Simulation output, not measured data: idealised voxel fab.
Module name: voxel wiring stack (process module)
Cross-sectional view cut (width: 235 nm; square cell size: 5 nm).
Bands, listed from the top down, are how a cross-section gets written in this document; the cross-section itself is a grid of square cells, and a band is one or more rows of them.
Band: top height; bottom height; in nm. Then, left to right: material with width in nm, for each material. "full width": a single material spanning edge to edge. "empty": empty space.
Ref level 0: as-received wafer is one material below here. Bottom band extends down with no lower bound ("0 down").
Quick explanation for "30..40": the width changes in equal steps down the rows of cells, from the first number in the band's top row to the second number in its bottom row.
A step reported as "no change" is a step in which no cell of the cross-section changed.
In the "Enclosed cavity list" entry, you get each enclosed empty space of 8 cells or more, one with no open way to the top, written width x height at distance, distance from the left edge, in nm.
Formally, on a step line, whatever follows the settings is a remark that the simulator itself makes on the step.
The setting "overlay nm" may be written on the line of a step. When the step uses a mask, the value reports how far to the right of the planned place the mask lay, and a negative value reports that it lay to the left.
Pairs follow: section before one process step, section after it down to the lowest changed band, step with settings underneath. Pairs may come from different runs of this module on the same starting wafer; continuity with the pair above only as stated in the "Cross-section, before" entry.

## Cross-section, before
	0 down  Si full width
	Enclosed cavity list: none

## After the Step
	15 to 0  SiO2 full width
	Nothing below the height 0 has changed.
	Enclosed cavity list: none
What is the step between the two cross-sections above? CONFORMAL_DEP | material SiO2 | thk nm 15

Cross-section, before: unchanged from the after cross-section in the pair immediately above; refer to that figure.

## After the Step
	20 to 15  TiN full width
	Nothing below the height 15 has changed.
	Enclosed cavity list: none
What is the step between the two cross-sections above? DIRECTIONAL_DEP | material TiN | thk nm 5

Cross-section, before: unchanged from the after cross-section in the pair immediately above; refer to that figure.

## After the Step
	40 to 20  W full width
	Nothing below the height 20 has changed.
	Enclosed cavity list: none
What is the step between the two cross-sections above? DIRECTIONAL_DEP | material W | thk nm 20

Cross-section, before: unchanged from the after cross-section in the pair immediately above; refer to that figure.

## After the Step
	55 to 40  aC full width
	Nothing below the height 40 has changed.
	Enclosed cavity list: none
What is the step between the two cross-sections above? DIRECTIONAL_DEP | material aC | thk nm 15

Cross-section, before: unchanged from the after cross-section in the pair immediately above; refer to that figure.

## After the Step
	85 to 55  40 nm empty, then 30 nm resist, then 30 nm empty, then 30 nm resist, then 30 nm empty, then 30 nm resist, then 45 nm empty
	Nothing below the height 55 has changed.
	Enclosed cavity list: none
What is the step between the two cross-sections above? PATTERN | tone cover | mask id METAL_1 | material resist | width nm 30 | pitch nm 60 | thk nm 30 | overlay nm 0

Cross-section, before: unchanged from the after cross-section in the pair immediately above; refer to that figure.

## After the Step
	70 to 55  40 nm empty, then 30 nm resist, then 30 nm empty, then 30 nm resist, then 30 nm empty, then 30 nm resist, then 45 nm empty
	55 to 40  40 nm empty, then 30 nm aC, then 30 nm empty, then 30 nm aC, then 30 nm empty, then 30 nm aC, then 45 nm empty
	Nothing below the height 40 has changed.
	Enclosed cavity list: none
What is the step between the two cross-sections above? DIRECTIONAL_ETCH | etch materials aC | depth nm 15

Cross-section, before: unchanged from the after cross-section in the pair immediately above; refer to that figure.

## After the Step
	55 to 40  40 nm empty, then 30 nm aC, then 30 nm empty, then 30 nm aC, then 30 nm empty, then 30 nm aC, then 45 nm empty
	Nothing below the height 40 has changed.
	Enclosed cavity list: none
What is the step between the two cross-sections above? STRIP | etch materials resist

Cross-section, before: unchanged from the after cross-section in the pair immediately above; refer to that figure.

## After the Step
	55 to 40  40 nm empty, then 30 nm aC, then 30 nm empty, then 30 nm aC, then 30 nm empty, then 30 nm aC, then 45 nm empty
	40 to 20  40 nm empty, then 30 nm W, then 30 nm empty, then 30 nm W, then 30 nm empty, then 30 nm W, then 45 nm empty
	Nothing below the height 20 has changed.
	Enclosed cavity list: none
What is the step between the two cross-sections above? DIRECTIONAL_ETCH | etch materials W | depth nm 20

Cross-section, before: unchanged from the after cross-section in the pair immediately above; refer to that figure.

## After the Step
	55 to 40  40 nm empty, then 30 nm aC, then 30 nm empty, then 30 nm aC, then 30 nm empty, then 30 nm aC, then 45 nm empty
	40 to 20  40 nm empty, then 30 nm W, then 30 nm empty, then 30 nm W, then 30 nm empty, then 30 nm W, then 45 nm empty
	20 to 15  40 nm empty, then 30 nm TiN, then 30 nm empty, then 30 nm TiN, then 30 nm empty, then 30 nm TiN, then 45 nm empty
	Nothing below the height 15 has changed.
	Enclosed cavity list: none
What is the step between the two cross-sections above? DIRECTIONAL_ETCH | etch materials TiN | depth nm 5

Cross-section, before: unchanged from the after cross-section in the pair immediately above; refer to that figure.

## After the Step
	40 to 20  40 nm empty, then 30 nm W, then 30 nm empty, then 30 nm W, then 30 nm empty, then 30 nm W, then 45 nm empty
	Nothing below the height 20 has changed.
	Enclosed cavity list: none
What is the step between the two cross-sections above? STRIP | etch materials aC

Cross-section, before: unchanged from the after cross-section in the pair immediately above; refer to that figure.

## After the Step
	45 to 40  35 nm empty, then 40 nm SiCN, then 20 nm empty, then 40 nm SiCN, then 20 nm empty, then 40 nm SiCN, then 40 nm empty
	40 to 20  35 nm empty, then 5 nm SiCN, then 30 nm W, then 5 nm SiCN, then 20 nm empty, then 5 nm SiCN, then 30 nm W, then 5 nm SiCN, then 20 nm empty, then 5 nm SiCN, then 30 nm W, then 5 nm SiCN, then 40 nm empty
	20 to 15  40 nm SiCN, then 30 nm TiN, then 30 nm SiCN, then 30 nm TiN, then 30 nm SiCN, then 30 nm TiN, then 45 nm SiCN
	Nothing below the height 15 has changed.
	Enclosed cavity list: none
What is the step between the two cross-sections above? CONFORMAL_DEP | material SiCN | thk nm 5

Cross-section, before: unchanged from the after cross-section in the pair immediately above; refer to that figure.

## After the Step
	55 to 45  lowk full width
	45 to 40  35 nm lowk, then 40 nm SiCN, then 20 nm lowk, then 40 nm SiCN, then 20 nm lowk, then 40 nm SiCN, then 40 nm lowk
	40 to 20  35 nm lowk, then 5 nm SiCN, then 30 nm W, then 5 nm SiCN, then 20 nm lowk, then 5 nm SiCN, then 30 nm W, then 5 nm SiCN, then 20 nm lowk, then 5 nm SiCN, then 30 nm W, then 5 nm SiCN, then 40 nm lowk
	Nothing below the height 20 has changed.
	Enclosed cavity list: none
What is the step between the two cross-sections above? FILL_DEP | material lowk | thk nm 10

Cross-section, before: unchanged from the after cross-section in the pair immediately above; refer to that figure.

## After the Step
	40 to 20  35 nm lowk, then 5 nm SiCN, then 30 nm W, then 5 nm SiCN, then 20 nm lowk, then 5 nm SiCN, then 30 nm W, then 5 nm SiCN, then 20 nm lowk, then 5 nm SiCN, then 30 nm W, then 5 nm SiCN, then 40 nm lowk
	Nothing below the height 20 has changed.
	Enclosed cavity list: none
What is the step between the two cross-sections above? CMP | height nm 40

Cross-section, before: unchanged from the after cross-section in the pair immediately above; refer to that figure.

## After the Step
	45 to 40  SiCN full width
	Nothing below the height 40 has changed.
	Enclosed cavity list: none
What is the step between the two cross-sections above? CONFORMAL_DEP | material SiCN | thk nm 5

Cross-section, before: unchanged from the after cross-section in the pair immediately above; refer to that figure.

## After the Step
	65 to 45  SiO2 full width
	Nothing below the height 45 has changed.
	Enclosed cavity list: none
What is the step between the two cross-sections above? DIRECTIONAL_DEP | material SiO2 | thk nm 20

Cross-section, before: unchanged from the after cross-section in the pair immediately above; refer to that figure.

## After the Step
	65 to 45  40 nm SiO2, then 15 nm empty, then 105 nm SiO2, then 15 nm empty, then 60 nm SiO2
	Nothing below the height 45 has changed.
	Enclosed cavity list: none
What is the step between the two cross-sections above? MASKED_ETCH | tone open | mask id PLUG_1 | width nm 15 | pitch nm 120 | etch materials SiO2 | depth nm 20 | overlay nm 0

Cross-section, before: unchanged from the after cross-section in the pair immediately above; refer to that figure.

## After the Step
	65 to 45  40 nm SiO2, then 15 nm empty, then 105 nm SiO2, then 15 nm empty, then 60 nm SiO2
	45 to 40  40 nm SiCN, then 15 nm empty, then 105 nm SiCN, then 15 nm empty, then 60 nm SiCN
	Nothing below the height 40 has changed.
	Enclosed cavity list: none
What is the step between the two cross-sections above? MASKED_ETCH | tone open | mask id PLUG_1 | width nm 15 | pitch nm 120 | etch materials SiCN | depth nm 5 | overlay nm 0

Cross-section, before: unchanged from the after cross-section in the pair immediately above; refer to that figure.

## After the Step
	70 to 65  45 nm TiN, then 5 nm empty, then 115 nm TiN, then 5 nm empty, then 65 nm TiN
	65 to 45  40 nm SiO2, then 5 nm TiN, then 5 nm empty, then 5 nm TiN, then 105 nm SiO2, then 5 nm TiN, then 5 nm empty, then 5 nm TiN, then 60 nm SiO2
	45 to 40  40 nm SiCN, then 15 nm TiN, then 105 nm SiCN, then 15 nm TiN, then 60 nm SiCN
	Nothing below the height 40 has changed.
	Enclosed cavity list: none
What is the step between the two cross-sections above? CONFORMAL_DEP | material TiN | thk nm 5

Cross-section, before: unchanged from the after cross-section in the pair immediately above; refer to that figure.

## After the Step
	75 to 70  W full width
	70 to 65  45 nm TiN, then 5 nm W, then 115 nm TiN, then 5 nm W, then 65 nm TiN
	65 to 45  40 nm SiO2, then 5 nm TiN, then 5 nm W, then 5 nm TiN, then 105 nm SiO2, then 5 nm TiN, then 5 nm W, then 5 nm TiN, then 60 nm SiO2
	Nothing below the height 45 has changed.
	Enclosed cavity list: none
What is the step between the two cross-sections above? FILL_DEP | material W | thk nm 5

Cross-section, before: unchanged from the after cross-section in the pair immediately above; refer to that figure.

## After the Step
	65 to 45  40 nm SiO2, then 5 nm TiN, then 5 nm W, then 5 nm TiN, then 105 nm SiO2, then 5 nm TiN, then 5 nm W, then 5 nm TiN, then 60 nm SiO2
	Nothing below the height 45 has changed.
	Enclosed cavity list: none
What is the step between the two cross-sections above? CMP | height nm 65

Cross-section, before: unchanged from the after cross-section in the pair immediately above; refer to that figure.

## After the Step
	70 to 65  SiCN full width
	Nothing below the height 65 has changed.
	Enclosed cavity list: none
What is the step between the two cross-sections above? CONFORMAL_DEP | material SiCN | thk nm 5

Cross-section, before: unchanged from the after cross-section in the pair immediately above; refer to that figure.

## After the Step
	85 to 70  SiO2 full width
	Nothing below the height 70 has changed.
	Enclosed cavity list: none
What is the step between the two cross-sections above? DIRECTIONAL_DEP | material SiO2 | thk nm 15

Cross-section, before: unchanged from the after cross-section in the pair immediately above; refer to that figure.

## After the Step
	105 to 85  40 nm resist, then 30 nm empty, then 30 nm resist, then 30 nm empty, then 30 nm resist, then 30 nm empty, then 45 nm resist
	Nothing below the height 85 has changed.
	Enclosed cavity list: none
What is the step between the two cross-sections above? PATTERN | tone open | mask id METAL_2 | material resist | width nm 30 | pitch nm 60 | thk nm 20 | overlay nm 0

Cross-section, before: unchanged from the after cross-section in the pair immediately above; refer to that figure.

## After the Step
	105 to 85  40 nm resist, then 30 nm empty, then 30 nm resist, then 30 nm empty, then 30 nm resist, then 30 nm empty, then 45 nm resist
	85 to 70  40 nm SiO2, then 30 nm empty, then 30 nm SiO2, then 30 nm empty, then 30 nm SiO2, then 30 nm empty, then 45 nm SiO2
	Nothing below the height 70 has changed.
	Enclosed cavity list: none
What is the step between the two cross-sections above? DIRECTIONAL_ETCH | etch materials SiO2 | depth nm 15

Cross-section, before: unchanged from the after cross-section in the pair immediately above; refer to that figure.

## After the Step
	105 to 85  40 nm resist, then 30 nm empty, then 30 nm resist, then 30 nm empty, then 30 nm resist, then 30 nm empty, then 45 nm resist
	85 to 70  40 nm SiO2, then 30 nm empty, then 30 nm SiO2, then 30 nm empty, then 30 nm SiO2, then 30 nm empty, then 45 nm SiO2
	70 to 65  40 nm SiCN, then 30 nm empty, then 30 nm SiCN, then 30 nm empty, then 30 nm SiCN, then 30 nm empty, then 45 nm SiCN
	Nothing below the height 65 has changed.
	Enclosed cavity list: none
What is the step between the two cross-sections above? DIRECTIONAL_ETCH | etch materials SiCN | depth nm 5

Cross-section, before: unchanged from the after cross-section in the pair immediately above; refer to that figure.

## After the Step
	85 to 70  40 nm SiO2, then 30 nm empty, then 30 nm SiO2, then 30 nm empty, then 30 nm SiO2, then 30 nm empty, then 45 nm SiO2
	Nothing below the height 70 has changed.
	Enclosed cavity list: none
What is the step between the two cross-sections above? STRIP | etch materials resist

Cross-section, before: unchanged from the after cross-section in the pair immediately above; refer to that figure.

## After the Step
	90 to 85  45 nm TiN, then 20 nm empty, then 40 nm TiN, then 20 nm empty, then 40 nm TiN, then 20 nm empty, then 50 nm TiN
	85 to 70  40 nm SiO2, then 5 nm TiN, then 20 nm empty, then 5 nm TiN, then 30 nm SiO2, then 5 nm TiN, then 20 nm empty, then 5 nm TiN, then 30 nm SiO2, then 5 nm TiN, then 20 nm empty, then 5 nm TiN, then 45 nm SiO2
	70 to 65  40 nm SiCN, then 30 nm TiN, then 30 nm SiCN, then 30 nm TiN, then 30 nm SiCN, then 30 nm TiN, then 45 nm SiCN
	Nothing below the height 65 has changed.
	Enclosed cavity list: none
What is the step between the two cross-sections above? CONFORMAL_DEP | material TiN | thk nm 5

Cross-section, before: unchanged from the after cross-section in the pair immediately above; refer to that figure.

## After the Step
	95 to 90  W full width
	90 to 85  45 nm TiN, then 20 nm W, then 40 nm TiN, then 20 nm W, then 40 nm TiN, then 20 nm W, then 50 nm TiN
	85 to 70  40 nm SiO2, then 5 nm TiN, then 20 nm W, then 5 nm TiN, then 30 nm SiO2, then 5 nm TiN, then 20 nm W, then 5 nm TiN, then 30 nm SiO2, then 5 nm TiN, then 20 nm W, then 5 nm TiN, then 45 nm SiO2
	Nothing below the height 70 has changed.
	Enclosed cavity list: none
What is the step between the two cross-sections above? FILL_DEP | material W | thk nm 5

Cross-section, before: unchanged from the after cross-section in the pair immediately above; refer to that figure.

## After the Step
	85 to 70  40 nm SiO2, then 5 nm TiN, then 20 nm W, then 5 nm TiN, then 30 nm SiO2, then 5 nm TiN, then 20 nm W, then 5 nm TiN, then 30 nm SiO2, then 5 nm TiN, then 20 nm W, then 5 nm TiN, then 45 nm SiO2
	Nothing below the height 70 has changed.
	Enclosed cavity list: none
What is the step between the two cross-sections above? CMP | height nm 85

Cross-section, before: unchanged from the after cross-section in the pair immediately above; refer to that figure.

## After the Step
	90 to 85  SiCN full width
	Nothing below the height 85 has changed.
	Enclosed cavity list: none
What is the step between the two cross-sections above? CONFORMAL_DEP | material SiCN | thk nm 5

Cross-section, before: unchanged from the after cross-section in the pair immediately above; refer to that figure.

## After the Step
	100 to 90  SiO2 full width
	Nothing below the height 90 has changed.
	Enclosed cavity list: none
What is the step between the two cross-sections above? DIRECTIONAL_DEP | material SiO2 | thk nm 10

Cross-section, before: unchanged from the after cross-section in the pair immediately above; refer to that figure.

## After the Step
	100 to 90  40 nm SiO2, then 15 nm empty, then 45 nm SiO2, then 15 nm empty, then 45 nm SiO2, then 15 nm empty, then 60 nm SiO2
	Nothing below the height 90 has changed.
	Enclosed cavity list: none
What is the step between the two cross-sections above? MASKED_ETCH | tone open | mask id PLUG_2 | width nm 15 | pitch nm 60 | etch materials SiO2 | depth nm 10 | overlay nm 0

Cross-section, before: unchanged from the after cross-section in the pair immediately above; refer to that figure.

## After the Step
	100 to 90  40 nm SiO2, then 15 nm empty, then 45 nm SiO2, then 15 nm empty, then 45 nm SiO2, then 15 nm empty, then 60 nm SiO2
	90 to 85  40 nm SiCN, then 15 nm empty, then 45 nm SiCN, then 15 nm empty, then 45 nm SiCN, then 15 nm empty, then 60 nm SiCN
	Nothing below the height 85 has changed.
	Enclosed cavity list: none
What is the step between the two cross-sections above? MASKED_ETCH | tone open | mask id PLUG_2 | width nm 15 | pitch nm 60 | etch materials SiCN | depth nm 5 | overlay nm 0

Cross-section, before: unchanged from the after cross-section in the pair immediately above; refer to that figure.

## After the Step
	105 to 100  45 nm TiN, then 5 nm empty, then 55 nm TiN, then 5 nm empty, then 55 nm TiN, then 5 nm empty, then 65 nm TiN
	100 to 90  40 nm SiO2, then 5 nm TiN, then 5 nm empty, then 5 nm TiN, then 45 nm SiO2, then 5 nm TiN, then 5 nm empty, then 5 nm TiN, then 45 nm SiO2, then 5 nm TiN, then 5 nm empty, then 5 nm TiN, then 60 nm SiO2
	90 to 85  40 nm SiCN, then 15 nm TiN, then 45 nm SiCN, then 15 nm TiN, then 45 nm SiCN, then 15 nm TiN, then 60 nm SiCN
	Nothing below the height 85 has changed.
	Enclosed cavity list: none
What is the step between the two cross-sections above? CONFORMAL_DEP | material TiN | thk nm 5

Cross-section, before: unchanged from the after cross-section in the pair immediately above; refer to that figure.

## After the Step
	110 to 105  W full width
	105 to 100  45 nm TiN, then 5 nm W, then 55 nm TiN, then 5 nm W, then 55 nm TiN, then 5 nm W, then 65 nm TiN
	100 to 90  40 nm SiO2, then 5 nm TiN, then 5 nm W, then 5 nm TiN, then 45 nm SiO2, then 5 nm TiN, then 5 nm W, then 5 nm TiN, then 45 nm SiO2, then 5 nm TiN, then 5 nm W, then 5 nm TiN, then 60 nm SiO2
	Nothing below the height 90 has changed.
	Enclosed cavity list: none
What is the step between the two cross-sections above? FILL_DEP | material W | thk nm 5

Cross-section, before: unchanged from the after cross-section in the pair immediately above; refer to that figure.

## After the Step
	100 to 90  40 nm SiO2, then 5 nm TiN, then 5 nm W, then 5 nm TiN, then 45 nm SiO2, then 5 nm TiN, then 5 nm W, then 5 nm TiN, then 45 nm SiO2, then 5 nm TiN, then 5 nm W, then 5 nm TiN, then 60 nm SiO2
	Nothing below the height 90 has changed.
	Enclosed cavity list: none
What is the step between the two cross-sections above? CMP | height nm 100

Cross-section, before: unchanged from the after cross-section in the pair immediately above; refer to that figure.

## After the Step
	105 to 100  TiN full width
	Nothing below the height 100 has changed.
	Enclosed cavity list: none
What is the step between the two cross-sections above? DIRECTIONAL_DEP | material TiN | thk nm 5

Cross-section, before: unchanged from the after cross-section in the pair immediately above; refer to that figure.

## After the Step
	130 to 105  Ru full width
	Nothing below the height 105 has changed.
	Enclosed cavity list: none
What is the step between the two cross-sections above? DIRECTIONAL_DEP | material Ru | thk nm 25

Cross-section, before: unchanged from the after cross-section in the pair immediately above; refer to that figure.

## After the Step
	130 to 105  40 nm empty, then 30 nm Ru, then 30 nm empty, then 30 nm Ru, then 30 nm empty, then 30 nm Ru, then 45 nm empty
	Nothing below the height 105 has changed.
	Enclosed cavity list: none
What is the step between the two cross-sections above? MASKED_ETCH | tone cover | mask id METAL_3 | width nm 30 | pitch nm 60 | etch materials Ru | depth nm 25 | overlay nm 0

Cross-section, before: unchanged from the after cross-section in the pair immediately above; refer to that figure.

## After the Step
	130 to 105  40 nm empty, then 30 nm Ru, then 30 nm empty, then 30 nm Ru, then 30 nm empty, then 30 nm Ru, then 45 nm empty
	105 to 100  40 nm empty, then 30 nm TiN, then 30 nm empty, then 30 nm TiN, then 30 nm empty, then 30 nm TiN, then 45 nm empty
	Nothing below the height 100 has changed.
	Enclosed cavity list: none
What is the step between the two cross-sections above? MASKED_ETCH | tone cover | mask id METAL_3 | width nm 30 | pitch nm 60 | etch materials TiN | depth nm 5 | overlay nm 0

Cross-section, before: unchanged from the after cross-section in the pair immediately above; refer to that figure.

## After the Step
	135 to 130  35 nm empty, then 40 nm SiN, then 20 nm empty, then 40 nm SiN, then 20 nm empty, then 40 nm SiN, then 40 nm empty
	130 to 105  35 nm empty, then 5 nm SiN, then 30 nm Ru, then 5 nm SiN, then 20 nm empty, then 5 nm SiN, then 30 nm Ru, then 5 nm SiN, then 20 nm empty, then 5 nm SiN, then 30 nm Ru, then 5 nm SiN, then 40 nm empty
	105 to 100  40 nm SiN, then 30 nm TiN, then 30 nm SiN, then 30 nm TiN, then 30 nm SiN, then 30 nm TiN, then 45 nm SiN
	Nothing below the height 100 has changed.
	Enclosed cavity list: none
What is the step between the two cross-sections above? CONFORMAL_DEP | material SiN | thk nm 5

Cross-section, before: unchanged from the after cross-section in the pair immediately above; refer to that figure.

## After the Step
	140 to 135  lowk full width
	135 to 130  35 nm lowk, then 40 nm SiN, then 20 nm lowk, then 40 nm SiN, then 20 nm lowk, then 40 nm SiN, then 40 nm lowk
	130 to 105  35 nm lowk, then 5 nm SiN, then 30 nm Ru, then 5 nm SiN, then 20 nm lowk, then 5 nm SiN, then 30 nm Ru, then 5 nm SiN, then 20 nm lowk, then 5 nm SiN, then 30 nm Ru, then 5 nm SiN, then 40 nm lowk
	Nothing below the height 105 has changed.
	Enclosed cavity list: none
What is the step between the two cross-sections above? FILL_DEP | material lowk | thk nm 5

Cross-section, before: unchanged from the after cross-section in the pair immediately above; refer to that figure.

## After the Step
	130 to 105  35 nm lowk, then 5 nm SiN, then 30 nm Ru, then 5 nm SiN, then 20 nm lowk, then 5 nm SiN, then 30 nm Ru, then 5 nm SiN, then 20 nm lowk, then 5 nm SiN, then 30 nm Ru, then 5 nm SiN, then 40 nm lowk
	Nothing below the height 105 has changed.
	Enclosed cavity list: none
What is the step between the two cross-sections above? CMP | height nm 130

Cross-section, before: unchanged from the after cross-section in the pair immediately above; refer to that figure.

## After the Step
	135 to 130  SiCN full width
	Nothing below the height 130 has changed.
	Enclosed cavity list: none
What is the step between the two cross-sections above? CONFORMAL_DEP | material SiCN | thk nm 5

## Cross-section, before
	0 down  Si full width
	Enclosed cavity list: none

## After the Step
	5 to 0  TiN full width
	Nothing below the height 0 has changed.
	Enclosed cavity list: none
What is the step between the two cross-sections above? DIRECTIONAL_DEP | material TiN | thk nm 5

Cross-section, before: unchanged from the after cross-section in the pair immediately above; refer to that figure.

## After the Step
	25 to 5  W full width
	Nothing below the height 5 has changed.
	Enclosed cavity list: none
What is the step between the two cross-sections above? DIRECTIONAL_DEP | material W | thk nm 20

Cross-section, before: unchanged from the after cross-section in the pair immediately above; refer to that figure.

## After the Step
	40 to 25  aC full width
	Nothing below the height 25 has changed.
	Enclosed cavity list: none
What is the step between the two cross-sections above? DIRECTIONAL_DEP | material aC | thk nm 15

Cross-section, before: unchanged from the after cross-section in the pair immediately above; refer to that figure.

## After the Step
	70 to 40  40 nm empty, then 30 nm resist, then 30 nm empty, then 30 nm resist, then 30 nm empty, then 30 nm resist, then 45 nm empty
	Nothing below the height 40 has changed.
	Enclosed cavity list: none
What is the step between the two cross-sections above? PATTERN | tone cover | mask id METAL_1 | material resist | width nm 30 | pitch nm 60 | thk nm 30 | overlay nm 0

Cross-section, before: unchanged from the after cross-section in the pair immediately above; refer to that figure.

## After the Step
	55 to 40  40 nm empty, then 30 nm resist, then 30 nm empty, then 30 nm resist, then 30 nm empty, then 30 nm resist, then 45 nm empty
	40 to 25  40 nm empty, then 30 nm aC, then 30 nm empty, then 30 nm aC, then 30 nm empty, then 30 nm aC, then 45 nm empty
	Nothing below the height 25 has changed.
	Enclosed cavity list: none
What is the step between the two cross-sections above? DIRECTIONAL_ETCH | etch materials aC | depth nm 15

Cross-section, before: unchanged from the after cross-section in the pair immediately above; refer to that figure.

## After the Step
	40 to 25  40 nm empty, then 30 nm aC, then 30 nm empty, then 30 nm aC, then 30 nm empty, then 30 nm aC, then 45 nm empty
	Nothing below the height 25 has changed.
	Enclosed cavity list: none
What is the step between the two cross-sections above? STRIP | etch materials resist

Cross-section, before: unchanged from the after cross-section in the pair immediately above; refer to that figure.

## After the Step
	40 to 25  40 nm empty, then 30 nm aC, then 30 nm empty, then 30 nm aC, then 30 nm empty, then 30 nm aC, then 45 nm empty
	25 to 5  40 nm empty, then 30 nm W, then 30 nm empty, then 30 nm W, then 30 nm empty, then 30 nm W, then 45 nm empty
	Nothing below the height 5 has changed.
	Enclosed cavity list: none
What is the step between the two cross-sections above? DIRECTIONAL_ETCH | etch materials W | depth nm 20

Cross-section, before: unchanged from the after cross-section in the pair immediately above; refer to that figure.

## After the Step
	40 to 25  40 nm empty, then 30 nm aC, then 30 nm empty, then 30 nm aC, then 30 nm empty, then 30 nm aC, then 45 nm empty
	25 to 5  40 nm empty, then 30 nm W, then 30 nm empty, then 30 nm W, then 30 nm empty, then 30 nm W, then 45 nm empty
	5 to 0  40 nm empty, then 30 nm TiN, then 30 nm empty, then 30 nm TiN, then 30 nm empty, then 30 nm TiN, then 45 nm empty
	Nothing below the height 0 has changed.
	Enclosed cavity list: none
What is the step between the two cross-sections above? DIRECTIONAL_ETCH | etch materials TiN | depth nm 5

Cross-section, before: unchanged from the after cross-section in the pair immediately above; refer to that figure.

## After the Step
	25 to 5  40 nm empty, then 30 nm W, then 30 nm empty, then 30 nm W, then 30 nm empty, then 30 nm W, then 45 nm empty
	Nothing below the height 5 has changed.
	Enclosed cavity list: none
What is the step between the two cross-sections above? STRIP | etch materials aC

Cross-section, before: unchanged from the after cross-section in the pair immediately above; refer to that figure.

## After the Step
	30 to 25  35 nm empty, then 40 nm SiCN, then 20 nm empty, then 40 nm SiCN, then 20 nm empty, then 40 nm SiCN, then 40 nm empty
	25 to 5  35 nm empty, then 5 nm SiCN, then 30 nm W, then 5 nm SiCN, then 20 nm empty, then 5 nm SiCN, then 30 nm W, then 5 nm SiCN, then 20 nm empty, then 5 nm SiCN, then 30 nm W, then 5 nm SiCN, then 40 nm empty
	5 to 0  40 nm SiCN, then 30 nm TiN, then 30 nm SiCN, then 30 nm TiN, then 30 nm SiCN, then 30 nm TiN, then 45 nm SiCN
	Nothing below the height 0 has changed.
	Enclosed cavity list: none
What is the step between the two cross-sections above? CONFORMAL_DEP | material SiCN | thk nm 5

Cross-section, before: unchanged from the after cross-section in the pair immediately above; refer to that figure.

## After the Step
	40 to 30  lowk full width
	30 to 25  35 nm lowk, then 40 nm SiCN, then 20 nm lowk, then 40 nm SiCN, then 20 nm lowk, then 40 nm SiCN, then 40 nm lowk
	25 to 5  35 nm lowk, then 5 nm SiCN, then 30 nm W, then 5 nm SiCN, then 20 nm lowk, then 5 nm SiCN, then 30 nm W, then 5 nm SiCN, then 20 nm lowk, then 5 nm SiCN, then 30 nm W, then 5 nm SiCN, then 40 nm lowk
	Nothing below the height 5 has changed.
	Enclosed cavity list: none
What is the step between the two cross-sections above? FILL_DEP | material lowk | thk nm 10

Cross-section, before: unchanged from the after cross-section in the pair immediately above; refer to that figure.

## After the Step
	45 to 40  SiCN full width
	Nothing below the height 40 has changed.
	Enclosed cavity list: none
What is the step between the two cross-sections above? CONFORMAL_DEP | material SiCN | thk nm 5

Cross-section, before: unchanged from the after cross-section in the pair immediately above; refer to that figure.

## After the Step
	65 to 45  SiO2 full width
	Nothing below the height 45 has changed.
	Enclosed cavity list: none
What is the step between the two cross-sections above? DIRECTIONAL_DEP | material SiO2 | thk nm 20

Cross-section, before: unchanged from the after cross-section in the pair immediately above; refer to that figure.

## After the Step
	65 to 45  40 nm SiO2, then 15 nm empty, then 105 nm SiO2, then 15 nm empty, then 60 nm SiO2
	Nothing below the height 45 has changed.
	Enclosed cavity list: none
What is the step between the two cross-sections above? MASKED_ETCH | tone open | mask id PLUG_1 | width nm 15 | pitch nm 120 | etch materials SiO2 | depth nm 20 | overlay nm 0

Cross-section, before: unchanged from the after cross-section in the pair immediately above; refer to that figure.

## After the Step
	65 to 45  40 nm SiO2, then 15 nm empty, then 105 nm SiO2, then 15 nm empty, then 60 nm SiO2
	45 to 40  40 nm SiCN, then 15 nm empty, then 105 nm SiCN, then 15 nm empty, then 60 nm SiCN
	Nothing below the height 40 has changed.
	Enclosed cavity list: none
What is the step between the two cross-sections above? MASKED_ETCH | tone open | mask id PLUG_1 | width nm 15 | pitch nm 120 | etch materials SiCN | depth nm 5 | overlay nm 0

Cross-section, before: unchanged from the after cross-section in the pair immediately above; refer to that figure.

## After the Step
	70 to 65  45 nm TiN, then 5 nm empty, then 115 nm TiN, then 5 nm empty, then 65 nm TiN
	65 to 45  40 nm SiO2, then 5 nm TiN, then 5 nm empty, then 5 nm TiN, then 105 nm SiO2, then 5 nm TiN, then 5 nm empty, then 5 nm TiN, then 60 nm SiO2
	45 to 40  40 nm SiCN, then 15 nm TiN, then 105 nm SiCN, then 15 nm TiN, then 60 nm SiCN
	Nothing below the height 40 has changed.
	Enclosed cavity list: none
What is the step between the two cross-sections above? CONFORMAL_DEP | material TiN | thk nm 5

Cross-section, before: unchanged from the after cross-section in the pair immediately above; refer to that figure.

## After the Step
	75 to 70  W full width
	70 to 65  45 nm TiN, then 5 nm W, then 115 nm TiN, then 5 nm W, then 65 nm TiN
	65 to 45  40 nm SiO2, then 5 nm TiN, then 5 nm W, then 5 nm TiN, then 105 nm SiO2, then 5 nm TiN, then 5 nm W, then 5 nm TiN, then 60 nm SiO2
	Nothing below the height 45 has changed.
	Enclosed cavity list: none
What is the step between the two cross-sections above? FILL_DEP | material W | thk nm 5

Cross-section, before: unchanged from the after cross-section in the pair immediately above; refer to that figure.

## After the Step
	65 to 45  40 nm SiO2, then 5 nm TiN, then 5 nm W, then 5 nm TiN, then 105 nm SiO2, then 5 nm TiN, then 5 nm W, then 5 nm TiN, then 60 nm SiO2
	Nothing below the height 45 has changed.
	Enclosed cavity list: none
What is the step between the two cross-sections above? CMP | height nm 65

Cross-section, before: unchanged from the after cross-section in the pair immediately above; refer to that figure.

## After the Step
	70 to 65  SiCN full width
	Nothing below the height 65 has changed.
	Enclosed cavity list: none
What is the step between the two cross-sections above? CONFORMAL_DEP | material SiCN | thk nm 5

Cross-section, before: unchanged from the after cross-section in the pair immediately above; refer to that figure.

## After the Step
	85 to 70  SiO2 full width
	Nothing below the height 70 has changed.
	Enclosed cavity list: none
What is the step between the two cross-sections above? DIRECTIONAL_DEP | material SiO2 | thk nm 15

Cross-section, before: unchanged from the after cross-section in the pair immediately above; refer to that figure.

## After the Step
	105 to 85  40 nm resist, then 30 nm empty, then 30 nm resist, then 30 nm empty, then 30 nm resist, then 30 nm empty, then 45 nm resist
	Nothing below the height 85 has changed.
	Enclosed cavity list: none
What is the step between the two cross-sections above? PATTERN | tone open | mask id METAL_2 | material resist | width nm 30 | pitch nm 60 | thk nm 20 | overlay nm 0

Cross-section, before: unchanged from the after cross-section in the pair immediately above; refer to that figure.

## After the Step
	105 to 85  40 nm resist, then 30 nm empty, then 30 nm resist, then 30 nm empty, then 30 nm resist, then 30 nm empty, then 45 nm resist
	85 to 70  40 nm SiO2, then 30 nm empty, then 30 nm SiO2, then 30 nm empty, then 30 nm SiO2, then 30 nm empty, then 45 nm SiO2
	Nothing below the height 70 has changed.
	Enclosed cavity list: none
What is the step between the two cross-sections above? DIRECTIONAL_ETCH | etch materials SiO2 | depth nm 15
